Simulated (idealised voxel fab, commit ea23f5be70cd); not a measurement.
Module name: voxel tone inversion (process module)
We display cut, a cross-section 255 nm in width whose square cells are each 5 nm.
Cross-section = grid of square cells, listed top down in bands; band = one or more rows. The band entry comprises the height of the band's top followed by the height of its bottom, expressed in nm, and subsequently the band's materials from left to right, each stated together with its width in nm. Where a single material is marked with the word "edge to edge", that material fills the band from edge to edge. The word "blank" represents empty space. Where do heights start? At 0: under that level the wafer as delivered is made of one material only. And the lowest band has no floor; it just carries on downward, as in "0 down". Per-row width for "30..40": begins at first number (top row of band), ends at second number (bottom row), increment between rows held constant. "left unchanged" after a step means that no cell of the cross-section changed. Any empty space of 8 cells or more lacking an open way to the top shows up in "Enclosed cavity list" as width x height at distance, distance from the left edge, in nm. The remark found on a step's line after its settings is issued by the simulator itself and pertains to that step. overlay nm: right-of-plan distance of the mask on a masked step; negative values mean left-of-plan.

PLANNED STEP LIST FOR THE PROCESS
1. RECEIVE, material Si
2. CONFORMAL_DEP, material SiN, thk nm 5
3. DIRECTIONAL_DEP, material aC, thk nm 25
4. PATTERN, tone cover, mask id POSTS, material resist, width nm 15, pitch nm 35, thk nm 35, overlay nm 0
5. DIRECTIONAL_ETCH, etch materials aC, depth nm 25
6. STRIP, etch materials resist
7. FILL_DEP, material lowk, thk nm 10
8. CMP, height nm 30
9. STRIP, etch materials aC
10. CONFORMAL_DEP, material TiN, thk nm 5
11. FILL_DEP, material Cu, thk nm 10
12. CMP, height nm 30
13. CONFORMAL_DEP, material SiN, thk nm 5

RECEIVED-STATE CROSS-SECTION, REFLECTING COMPLETION OF STEP 1
    0 down: Si edge to edge
    Enclosed cavity list: none

FIRST OF TWO WAFERS: CROSS-SECTION AT END OF MODULE, RUN PER PLAN
    35 to 30: SiN edge to edge
    30 to 10: 100 nm lowk | 5 nm TiN | 5 nm Cu | 5 nm TiN | 20 nm lowk | 5 nm TiN | 5 nm Cu | 5 nm TiN | 105 nm lowk
    10 to 5: 100 nm lowk | 15 nm TiN | 20 nm lowk | 15 nm TiN | 105 nm lowk
    5 to 0: SiN edge to edge
    0 down: Si edge to edge
    Enclosed cavity list: none

CROSS-SECTION, SECOND WAFER: SAME START AS THE FIRST, SAME PLAN AS THE FIRST, ONE MISTAKE IN RUNNING IT; TAKEN AT THE END OF THE MODULE
    35 to 25: SiN edge to edge
    25 to 0: aC edge to edge
    0 down: Si edge to edge
    Enclosed cavity list: none
It is concluded that the wafer was processed incorrectly with respect to the plan, in that deviation from plan: step 3 and step 2 executed in one another's positions
Cell-count delta at end, second wafer over first, by material: 8 fewer of Cu | 22 fewer of TiN | 255 more of aC | 225 fewer of lowk
